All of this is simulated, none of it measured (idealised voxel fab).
The following process module bears the name voxel capacitor over wiring.
Cross-section cut spans 265 nm and uses square cells 5 nm in size.
A cross-section in this document is a grid of square cells, and it is written down as bands, the top band listed before the ones below it; a band is made up of one or more rows of cells.
Band: top height; bottom height; in nm. Then, left to right: material with width in nm, for each material. "everywhere": a single material spanning edge to edge. "blank": empty space.
Basically, 0 is our baseline, since under it the wafer straight out of the box is all one material. The bottom band has no lower end and keeps on going down, so it looks like "0..down".
Width: "30..40" (first number = top row, second number = bottom row, same change from row to row of cells).
No cell of the cross-section changed in a step that is given as "no alterations made".
Empty spaces counting at least 8 cells and having no open way to the top are listed in "Enclosed void entries". The notation width x height at distance is used for each, the distance being from the left edge and all three values in nm.
On each step's line, the part that comes after the settings is the simulator's own comment on the step.
When a step includes a mask, the "overlay nm" setting on its line states how far to the right of its planned place that mask lay, and negative values state how far to the left.

STEPS PLANNED FOR THE PROCESS
1. RECEIVE [material Si]
2. CONFORMAL_DEP [material SiO2] [thk nm 10]
3. CONFORMAL_DEP [material SiN] [thk nm 5]
4. DIRECTIONAL_DEP [material lowk] [thk nm 15]
5. DIRECTIONAL_DEP [material aC] [thk nm 10]
6. PATTERN [tone open] [mask id METAL_1] [material resist] [width nm 30] [pitch nm 100] [thk nm 25] [overlay nm 0]
7. DIRECTIONAL_ETCH [etch materials aC] [depth nm 10]
8. STRIP [etch materials resist]
9. DIRECTIONAL_ETCH [etch materials lowk] [depth nm 15]
10. DIRECTIONAL_ETCH [etch materials SiN] [depth nm 5]
11. STRIP [etch materials aC]
12. CONFORMAL_DEP [material TiN] [thk nm 5]
13. FILL_DEP [material Cu] [thk nm 10]
14. CMP [height nm 30]
15. EPI [material Ru] [thk nm 5]
16. FILL_DEP [material SiCN] [thk nm 5]
17. DIRECTIONAL_DEP [material lowk] [thk nm 20]
18. MASKED_ETCH [tone open] [mask id PLUG_1] [width nm 15] [etch materials lowk] [depth nm 20] [overlay nm 0]
19. MASKED_ETCH [tone open] [mask id PLUG_1] [width nm 15] [etch materials SiCN] [depth nm 5] [overlay nm 0]
20. EPI [material Ru] [thk nm 10]
21. EPI [material Ru] [thk nm 10]
22. EPI [material Ru] [thk nm 5]
23. DIRECTIONAL_DEP [material TiN] [thk nm 10]
24. DIRECTIONAL_DEP [material Al2O3] [thk nm 5]
25. DIRECTIONAL_DEP [material TiN] [thk nm 5]
26. PATTERN [tone cover] [mask id UPPER_PLATE] [material resist] [width nm 75] [thk nm 15] [overlay nm 0]
27. DIRECTIONAL_ETCH [etch materials TiN] [depth nm 5]
28. DIRECTIONAL_ETCH [etch materials Al2O3] [depth nm 5]
29. STRIP [etch materials resist]
30. MASKED_ETCH [tone cover] [mask id LOWER_PLATE] [width nm 85] [etch materials TiN] [depth nm 10] [overlay nm 0]
31. FILL_DEP [material SiO2] [thk nm 15]
32. CMP [height nm 90]
33. DIRECTIONAL_DEP [material aC] [thk nm 15]
34. PATTERN [tone open] [mask id PLUG_2] [material resist] [width nm 15] [thk nm 35] [overlay nm 0]
35. DIRECTIONAL_ETCH [etch materials aC] [depth nm 15]
36. STRIP [etch materials resist]
37. DIRECTIONAL_ETCH [etch materials SiO2] [depth nm 10]
38. STRIP [etch materials aC]
39. CONFORMAL_DEP [material TiN] [thk nm 5]
40. FILL_DEP [material Ru] [thk nm 10]
41. CMP [height nm 90]
42. CONFORMAL_DEP [material SiCN] [thk nm 5]

THE FIRST WAFER OF TWO, PROCESSED AS PLANNED

CROSS-SECTION OF THE WAFER UPON ARRIVAL, REPRESENTING THE STATE REACHED AFTER STEP 1
	0..down  Si everywhere
	Enclosed void entries: none

CROSS-SECTION: WAFER STATE AFTER STEP 2
	10..0  SiO2 everywhere
	No changes below 0.

CROSS-SECTION: WAFER STATE AFTER STEP 3
	15..10  SiN everywhere
	No changes below 10.

CROSS-SECTION: WAFER STATE AFTER STEP 4
	30..15  lowk everywhere
	No changes below 15.

CROSS-SECTION: WAFER STATE AFTER STEP 5
	40..30  aC everywhere
	No changes below 30.

CROSS-SECTION: WAFER STATE AFTER STEP 6
	65..40  resist 65 / blank 30 / resist 70 / blank 30 / resist 70
	No changes below 40.

CROSS-SECTION: WAFER STATE AFTER STEP 7
	55..40  resist 65 / blank 30 / resist 70 / blank 30 / resist 70
	40..30  aC 65 / blank 30 / aC 70 / blank 30 / aC 70
	No changes below 30.

CROSS-SECTION: WAFER STATE AFTER STEP 8
	40..30  aC 65 / blank 30 / aC 70 / blank 30 / aC 70
	No changes below 30.

CROSS-SECTION: WAFER STATE AFTER STEP 9
	40..30  aC 65 / blank 30 / aC 70 / blank 30 / aC 70
	30..15  lowk 65 / blank 30 / lowk 70 / blank 30 / lowk 70
	No changes below 15.

CROSS-SECTION: WAFER STATE AFTER STEP 10
	40..30  aC 65 / blank 30 / aC 70 / blank 30 / aC 70
	30..15  lowk 65 / blank 30 / lowk 70 / blank 30 / lowk 70
	15..10  SiN 65 / blank 30 / SiN 70 / blank 30 / SiN 70
	No changes below 10.

CROSS-SECTION: WAFER STATE AFTER STEP 11
	30..15  lowk 65 / blank 30 / lowk 70 / blank 30 / lowk 70
	No changes below 15.

CROSS-SECTION: WAFER STATE AFTER STEP 12
	35..30  TiN 70 / blank 20 / TiN 80 / blank 20 / TiN 75
	30..15  lowk 65 / TiN 5 / blank 20 / TiN 5 / lowk 70 / TiN 5 / blank 20 / TiN 5 / lowk 70
	15..10  SiN 65 / TiN 30 / SiN 70 / TiN 30 / SiN 70
	No changes below 10.

CROSS-SECTION: WAFER STATE AFTER STEP 13
	45..35  Cu everywhere
	35..30  TiN 70 / Cu 20 / TiN 80 / Cu 20 / TiN 75
	30..15  lowk 65 / TiN 5 / Cu 20 / TiN 5 / lowk 70 / TiN 5 / Cu 20 / TiN 5 / lowk 70
	No changes below 15.

CROSS-SECTION: WAFER STATE AFTER STEP 14
	30..15  lowk 65 / TiN 5 / Cu 20 / TiN 5 / lowk 70 / TiN 5 / Cu 20 / TiN 5 / lowk 70
	No changes below 15.

CROSS-SECTION: WAFER STATE AFTER STEP 15
	35..30  blank 60 / Ru 40 / blank 60 / Ru 40 / blank 65
	No changes below 30.

CROSS-SECTION: WAFER STATE AFTER STEP 16
	40..35  SiCN everywhere
	35..30  SiCN 60 / Ru 40 / SiCN 60 / Ru 40 / SiCN 65
	No changes below 30.

CROSS-SECTION: WAFER STATE AFTER STEP 17
	60..40  lowk everywhere
	No changes below 40.

CROSS-SECTION: WAFER STATE AFTER STEP 18
	60..40  lowk 80 / blank 15 / lowk 170
	No changes below 40.

CROSS-SECTION: WAFER STATE AFTER STEP 19
	60..40  lowk 80 / blank 15 / lowk 170
	40..35  SiCN 80 / blank 15 / SiCN 170
	No changes below 35.

CROSS-SECTION: WAFER STATE AFTER STEP 20
	60..45  lowk 80 / blank 15 / lowk 170
	45..40  lowk 80 / Ru 15 / lowk 170
	40..35  SiCN 80 / Ru 15 / SiCN 170
	No changes below 35.

CROSS-SECTION: WAFER STATE AFTER STEP 21
	60..55  lowk 80 / blank 15 / lowk 170
	55..40  lowk 80 / Ru 15 / lowk 170
	No changes below 40.

CROSS-SECTION: WAFER STATE AFTER STEP 22
	60..40  lowk 80 / Ru 15 / lowk 170
	No changes below 40.

CROSS-SECTION: WAFER STATE AFTER STEP 23
	70..60  TiN everywhere
	No changes below 60.

CROSS-SECTION: WAFER STATE AFTER STEP 24
	75..70  Al2O3 everywhere
	No changes below 70.

CROSS-SECTION: WAFER STATE AFTER STEP 25
	80..75  TiN everywhere
	No changes below 75.

CROSS-SECTION: WAFER STATE AFTER STEP 26
	95..80  blank 80 / resist 75 / blank 110
	No changes below 80.

CROSS-SECTION: WAFER STATE AFTER STEP 27
	95..80  blank 80 / resist 75 / blank 110
	80..75  blank 80 / TiN 75 / blank 110
	No changes below 75.

CROSS-SECTION: WAFER STATE AFTER STEP 28
	95..80  blank 80 / resist 75 / blank 110
	80..75  blank 80 / TiN 75 / blank 110
	75..70  blank 80 / Al2O3 75 / blank 110
	No changes below 70.

CROSS-SECTION: WAFER STATE AFTER STEP 29
	80..75  blank 80 / TiN 75 / blank 110
	No changes below 75.

CROSS-SECTION: WAFER STATE AFTER STEP 30
	80..75  blank 80 / TiN 75 / blank 110
	75..70  blank 80 / Al2O3 75 / blank 110
	70..60  blank 75 / TiN 85 / blank 105
	No changes below 60.

CROSS-SECTION: WAFER STATE AFTER STEP 31
	95..80  SiO2 everywhere
	80..75  SiO2 80 / TiN 75 / SiO2 110
	75..70  SiO2 80 / Al2O3 75 / SiO2 110
	70..60  SiO2 75 / TiN 85 / SiO2 105
	No changes below 60.

CROSS-SECTION: WAFER STATE AFTER STEP 32
	90..80  SiO2 everywhere
	No changes below 80.

CROSS-SECTION: WAFER STATE AFTER STEP 33
	105..90  aC everywhere
	No changes below 90.

CROSS-SECTION: WAFER STATE AFTER STEP 34
	140..105  resist 90 / blank 15 / resist 160
	No changes below 105.

CROSS-SECTION: WAFER STATE AFTER STEP 35
	125..105  resist 90 / blank 15 / resist 160
	105..90  aC 90 / blank 15 / aC 160
	No changes below 90.

CROSS-SECTION: WAFER STATE AFTER STEP 36
	105..90  aC 90 / blank 15 / aC 160
	No changes below 90.

CROSS-SECTION: WAFER STATE AFTER STEP 37
	105..90  aC 90 / blank 15 / aC 160
	90..80  SiO2 90 / blank 15 / SiO2 160
	No changes below 80.

CROSS-SECTION: WAFER STATE AFTER STEP 38
	90..80  SiO2 90 / blank 15 / SiO2 160
	No changes below 80.

CROSS-SECTION: WAFER STATE AFTER STEP 39
	95..90  TiN 95 / blank 5 / TiN 165
	90..85  SiO2 90 / TiN 5 / blank 5 / TiN 5 / SiO2 160
	85..75  SiO2 90..80 / TiN 15..75 / SiO2 160..110
	No changes below 75.

CROSS-SECTION: WAFER STATE AFTER STEP 40
	105..95  Ru everywhere
	95..90  TiN 95 / Ru 5 / TiN 165
	90..85  SiO2 90 / TiN 5 / Ru 5 / TiN 5 / SiO2 160
	No changes below 85.

CROSS-SECTION: WAFER STATE AFTER STEP 41
	90..85  SiO2 90 / TiN 5 / Ru 5 / TiN 5 / SiO2 160
	No changes below 85.

CROSS-SECTION: WAFER STATE AFTER STEP 42
	95..90  SiCN everywhere
	No changes below 90.

THE SECOND WAFER: COMMON ORIGIN AND PLAN, ONE MISTAKE IN EXECUTION, IDENTICAL TO THE FIRST THROUGH STEP 29

SECOND WAFER, CROSS-SECTION, PLANNED END OF STEP 30
	80..75  blank 80 / TiN 75 / blank 110
	75..70  blank 80 / Al2O3 75 / blank 110
	70..65  blank 75 / TiN 85 / blank 105
	No changes below 65.

SECOND WAFER, CROSS-SECTION, PLANNED END OF STEP 31
	95..80  SiO2 everywhere
	80..75  SiO2 80 / TiN 75 / SiO2 110
	75..70  SiO2 80 / Al2O3 75 / SiO2 110
	70..65  SiO2 75 / TiN 85 / SiO2 105
	No changes below 65.

SECOND WAFER, CROSS-SECTION, PLANNED END OF STEP 32
	90..80  SiO2 everywhere
	No changes below 80.

SECOND WAFER, CROSS-SECTION, PLANNED END OF STEP 33
	105..90  aC everywhere
	No changes below 90.

SECOND WAFER, CROSS-SECTION, PLANNED END OF STEP 34
	140..105  resist 90 / blank 15 / resist 160
	No changes below 105.

SECOND WAFER, CROSS-SECTION, PLANNED END OF STEP 35
	125..105  resist 90 / blank 15 / resist 160
	105..90  aC 90 / blank 15 / aC 160
	No changes below 90.

SECOND WAFER, CROSS-SECTION, PLANNED END OF STEP 36
	105..90  aC 90 / blank 15 / aC 160
	No changes below 90.

SECOND WAFER, CROSS-SECTION, PLANNED END OF STEP 37
	105..90  aC 90 / blank 15 / aC 160
	90..80  SiO2 90 / blank 15 / SiO2 160
	No changes below 80.

SECOND WAFER, CROSS-SECTION, PLANNED END OF STEP 38
	90..80  SiO2 90 / blank 15 / SiO2 160
	No changes below 80.

SECOND WAFER, CROSS-SECTION, PLANNED END OF STEP 39
	95..90  TiN 95 / blank 5 / TiN 165
	90..85  SiO2 90 / TiN 5 / blank 5 / TiN 5 / SiO2 160
	85..75  SiO2 90..80 / TiN 15..75 / SiO2 160..110
	No changes below 75.

SECOND WAFER, CROSS-SECTION, PLANNED END OF STEP 40
	105..95  Ru everywhere
	95..90  TiN 95 / Ru 5 / TiN 165
	90..85  SiO2 90 / TiN 5 / Ru 5 / TiN 5 / SiO2 160
	No changes below 85.

SECOND WAFER, CROSS-SECTION, PLANNED END OF STEP 41
	90..85  SiO2 90 / TiN 5 / Ru 5 / TiN 5 / SiO2 160
	No changes below 85.

SECOND WAFER, CROSS-SECTION, PLANNED END OF STEP 42
	95..90  SiCN everywhere
	No changes below 90.
Short version of what went wrong: the process deviated at step 30: the operation and settings actually run there were MASKED_ETCH [tone cover] [mask id LOWER_PLATE] [width nm 85] [etch materials TiN] [depth nm 5] [overlay nm 0]
End of process, cell counts, second wafer against first, materials with more or fewer: SiO2 -36 | TiN +36
